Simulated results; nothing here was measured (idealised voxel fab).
Process module under the name voxel wiring stack
Pictured: cross-section cut, 180 nm wide, on a grid of 5 nm square cells.
For the purposes of this document, a cross-section shall be understood as a grid of square cells, specified as bands listed in top-to-bottom order, each band consisting of one or more rows of cells. This entry defines a band. It first specifies the height of the band's top and the height of its bottom in nm, and then specifies the band's materials from left to right, stating each material with its width in nm. The word "all across" identifies a single material that fills the band from edge to edge, while the word "empty" identifies empty space. Measure heights from 0. That's the level where, below it, the as-received wafer is all one material. The lowest band is bottomless and extends downward; write it as in "z 0 and below". Width "30 to 40": first value at the band's top row of cells, second value at its bottom row, equal change from row to row. Where the words "remained the same" appear for a step, the cross-section shows no cell changed by that step; every cell remained as before. Any empty space of 8 cells or more lacking an open way to the top shows up in "closed voids" as width x height at distance, distance from the left edge, in nm. Read whatever lies past the settings on a step's line as the simulator's own remark about the step. overlay nm: for a step with a mask, the amount by which the mask lay right of where it was planned; a negative amount means left of it.

The process steps that were planned are listed below:
1. RECEIVE | material Si
2. CONFORMAL_DEP | material SiO2 | thk nm 10
3. DIRECTIONAL_DEP | material TiN | thk nm 5
4. DIRECTIONAL_DEP | material Ru | thk nm 15
5. DIRECTIONAL_DEP | material aC | thk nm 15
6. PATTERN | tone cover | mask id METAL_1 | material resist | width nm 20 | pitch nm 50 | thk nm 35 | overlay nm 0
7. DIRECTIONAL_ETCH | etch materials aC | depth nm 15
8. STRIP | etch materials resist
9. DIRECTIONAL_ETCH | etch materials Ru | depth nm 15
10. DIRECTIONAL_ETCH | etch materials TiN | depth nm 5
11. STRIP | etch materials aC
12. FILL_DEP | material SiO2 | thk nm 10
13. CMP | height nm 30
14. CONFORMAL_DEP | material SiCN | thk nm 5
15. DIRECTIONAL_DEP | material lowk | thk nm 15
16. MASKED_ETCH | tone open | mask id PLUG_1 | width nm 15 | pitch nm 100 | etch materials lowk | depth nm 15 | overlay nm 0
17. MASKED_ETCH | tone open | mask id PLUG_1 | width nm 15 | pitch nm 100 | etch materials SiCN | depth nm 5 | overlay nm 0
18. CONFORMAL_DEP | material TiN | thk nm 5
19. FILL_DEP | material Cu | thk nm 10
20. CMP | height nm 50
21. CONFORMAL_DEP | material SiCN | thk nm 5
22. DIRECTIONAL_DEP | material SiO2 | thk nm 15
23. MASKED_ETCH | tone open | mask id METAL_2 | width nm 20 | pitch nm 50 | etch materials SiO2 | depth nm 15 | overlay nm 0
24. MASKED_ETCH | tone open | mask id METAL_2 | width nm 20 | pitch nm 50 | etch materials SiCN | depth nm 5 | overlay nm 0
25. CONFORMAL_DEP | material TiN | thk nm 5
26. FILL_DEP | material Ru | thk nm 5
27. CMP | height nm 70
28. CONFORMAL_DEP | material SiCN | thk nm 5
29. DIRECTIONAL_DEP | material SiO2 | thk nm 15
30. MASKED_ETCH | tone open | mask id PLUG_2 | width nm 15 | pitch nm 100 | etch materials SiO2 | depth nm 15 | overlay nm 0
31. MASKED_ETCH | tone open | mask id PLUG_2 | width nm 15 | pitch nm 100 | etch materials SiCN | depth nm 5 | overlay nm 0
32. EPI | material Ru | thk nm 10
33. EPI | material Ru | thk nm 10
34. CONFORMAL_DEP | material SiN | thk nm 5
35. DIRECTIONAL_DEP | material lowk | thk nm 15
36. MASKED_ETCH | tone open | mask id METAL_3 | width nm 20 | pitch nm 50 | etch materials lowk | depth nm 15 | overlay nm 0
37. MASKED_ETCH | tone open | mask id METAL_3 | width nm 20 | pitch nm 50 | etch materials SiN | depth nm 5 | overlay nm 0
38. CONFORMAL_DEP | material TiN | thk nm 5
39. FILL_DEP | material Cu | thk nm 10
40. CMP | height nm 110
41. EPI | material Ru | thk nm 5
42. FILL_DEP | material SiCN | thk nm 5
43. DIRECTIONAL_DEP | material SiO2 | thk nm 25
44. MASKED_ETCH | tone open | mask id METAL_4 | width nm 20 | pitch nm 50 | etch materials SiO2 | depth nm 15 | overlay nm 0
45. MASKED_ETCH | tone open | mask id METAL_4_HOLES | width nm 15 | pitch nm 50 | etch materials SiO2 | depth nm 10 | overlay nm 0
46. MASKED_ETCH | tone open | mask id METAL_4_HOLES | width nm 15 | pitch nm 50 | etch materials SiCN | depth nm 5 | overlay nm 0
47. CONFORMAL_DEP | material TiN | thk nm 5
48. FILL_DEP | material Cu | thk nm 10
49. CMP | height nm 145
50. CONFORMAL_DEP | material SiN | thk nm 5

As-received state of the wafer in cross-section, equivalent to post-step 1:
- z 0 and below = Si all across
- closed voids: none

End-of-module XS, first of two wafers, run as planned:
- z 150 to 145 = SiN all across
- z 145 to 135 = SiO2 (30), then TiN (5), then Cu (10), then TiN (5), then SiO2 (30), then TiN (5), then Cu (10), then TiN (5), then SiO2 (30), then TiN (5), then Cu (10), then TiN (5), then SiO2 (30)
- z 135 to 130 = SiO2 (30), then TiN (5), then Cu (5), then TiN (10), then SiO2 (30), then TiN (5), then Cu (5), then TiN (10), then SiO2 (30), then TiN (5), then Cu (5), then TiN (10), then SiO2 (30)
- z 130 to 120 = SiO2 (30), then TiN (5), then Cu (5), then TiN (5), then SiO2 (35), then TiN (5), then Cu (5), then TiN (5), then SiO2 (35), then TiN (5), then Cu (5), then TiN (5), then SiO2 (35)
- z 120 to 115 = SiCN (30), then TiN (15), then SiCN (35), then TiN (15), then SiCN (35), then TiN (15), then SiCN (35)
- z 115 to 110 = SiCN (25), then Ru (30), then SiCN (20), then Ru (30), then SiCN (20), then Ru (30), then SiCN (25)
- z 110 to 95 = lowk (30), then TiN (5), then Cu (10), then TiN (5), then lowk (30), then TiN (5), then Cu (10), then TiN (5), then lowk (30), then TiN (5), then Cu (10), then TiN (5), then lowk (30)
- z 95 to 90 = SiN (30), then TiN (20), then SiN (30), then TiN (20), then SiN (30), then TiN (20), then SiN (30)
- z 90 to 75 = SiO2 (30), then Ru (15), then SiO2 (85), then Ru (15), then SiO2 (35)
- z 75 to 70 = SiCN (30), then Ru (15), then SiCN (85), then Ru (15), then SiCN (35)
- z 70 to 55 = SiO2 (30), then TiN (5), then Ru (10), then TiN (5), then SiO2 (30), then TiN (5), then Ru (10), then TiN (5), then SiO2 (30), then TiN (5), then Ru (10), then TiN (5), then SiO2 (30)
- z 55 to 50 = SiCN (30), then TiN (20), then SiCN (30), then TiN (20), then SiCN (30), then TiN (20), then SiCN (30)
- z 50 to 35 = lowk (30), then TiN (5), then Cu (5), then TiN (5), then lowk (85), then TiN (5), then Cu (5), then TiN (5), then lowk (35)
- z 35 to 30 = SiCN (30), then TiN (15), then SiCN (85), then TiN (15), then SiCN (35)
- z 30 to 15 = SiO2 (30), then Ru (20), then SiO2 (30), then Ru (20), then SiO2 (30), then Ru (20), then SiO2 (30)
- z 15 to 10 = SiO2 (30), then TiN (20), then SiO2 (30), then TiN (20), then SiO2 (30), then TiN (20), then SiO2 (30)
- z 10 to 0 = SiO2 all across
- z 0 and below = Si all across
- closed voids: none

Same start, same plan as the first wafer - but one mistake in the run. Cross-section of the second of the two at the end of the module:
- z 150 to 145 = SiN all across
- z 145 to 135 = SiO2 (30), then TiN (5), then Cu (10), then TiN (5), then SiO2 (30), then TiN (5), then Cu (10), then TiN (5), then SiO2 (30), then TiN (5), then Cu (10), then TiN (5), then SiO2 (30)
- z 135 to 130 = SiO2 (30), then TiN (5), then Cu (5), then TiN (10), then SiO2 (30), then TiN (5), then Cu (5), then TiN (10), then SiO2 (30), then TiN (5), then Cu (5), then TiN (10), then SiO2 (30)
- z 130 to 120 = SiO2 (30), then TiN (5), then Cu (5), then TiN (5), then SiO2 (35), then TiN (5), then Cu (5), then TiN (5), then SiO2 (35), then TiN (5), then Cu (5), then TiN (5), then SiO2 (35)
- z 120 to 115 = SiCN (30), then TiN (15), then SiCN (35), then TiN (15), then SiCN (35), then TiN (15), then SiCN (35)
- z 115 to 110 = Ru all across
- z 110 to 100 = Cu (20), then TiN (5), then lowk (5), then TiN (5), then Cu (85), then TiN (5), then lowk (5), then TiN (5), then Cu (45)
- z 100 to 95 = TiN (25), then lowk (5), then TiN (5), then Cu (10), then TiN (40), then Cu (10), then TiN (30), then lowk (5), then TiN (5), then Cu (10), then TiN (35)
- z 95 to 90 = lowk (25), then SiN (5), then TiN (20), then lowk (30), then TiN (5), then Cu (10), then TiN (5), then lowk (25), then SiN (5), then TiN (20), then lowk (30)
- z 90 to 80 = lowk (25), then SiN (5), then SiO2 (15), then SiN (5), then lowk (30), then TiN (5), then Cu (10), then TiN (5), then lowk (25), then SiN (5), then SiO2 (15), then SiN (5), then lowk (30)
- z 80 to 75 = SiN (30), then SiO2 (15), then SiN (35), then TiN (20), then SiN (30), then SiO2 (15), then SiN (35)
- z 75 to 70 = SiCN all across
- z 70 to 55 = SiO2 (30), then TiN (5), then Ru (10), then TiN (5), then SiO2 (30), then TiN (5), then Ru (10), then TiN (5), then SiO2 (30), then TiN (5), then Ru (10), then TiN (5), then SiO2 (30)
- z 55 to 50 = SiCN (30), then TiN (20), then SiCN (30), then TiN (20), then SiCN (30), then TiN (20), then SiCN (30)
- z 50 to 35 = lowk (30), then TiN (5), then Cu (5), then TiN (5), then lowk (85), then TiN (5), then Cu (5), then TiN (5), then lowk (35)
- z 35 to 30 = SiCN (30), then TiN (15), then SiCN (85), then TiN (15), then SiCN (35)
- z 30 to 15 = SiO2 (30), then Ru (20), then SiO2 (30), then Ru (20), then SiO2 (30), then Ru (20), then SiO2 (30)
- z 15 to 10 = SiO2 (30), then TiN (20), then SiO2 (30), then TiN (20), then SiO2 (30), then TiN (20), then SiO2 (30)
- z 10 to 0 = SiO2 all across
- z 0 and below = Si all across
- closed voids: none
Nonconformance to the process plan: the process deviated at step 30: the operation and settings actually run there were MASKED_ETCH | tone cover | mask id PLUG_2 | width nm 15 | pitch nm 100 | etch materials SiO2 | depth nm 15 | overlay nm 0
Looking at both finished wafers in cells, the second ends up ahead of or behind the first on some materials: +54 Cu | -6 Ru | -12 SiCN | +12 SiN | -72 SiO2 | +24 TiN
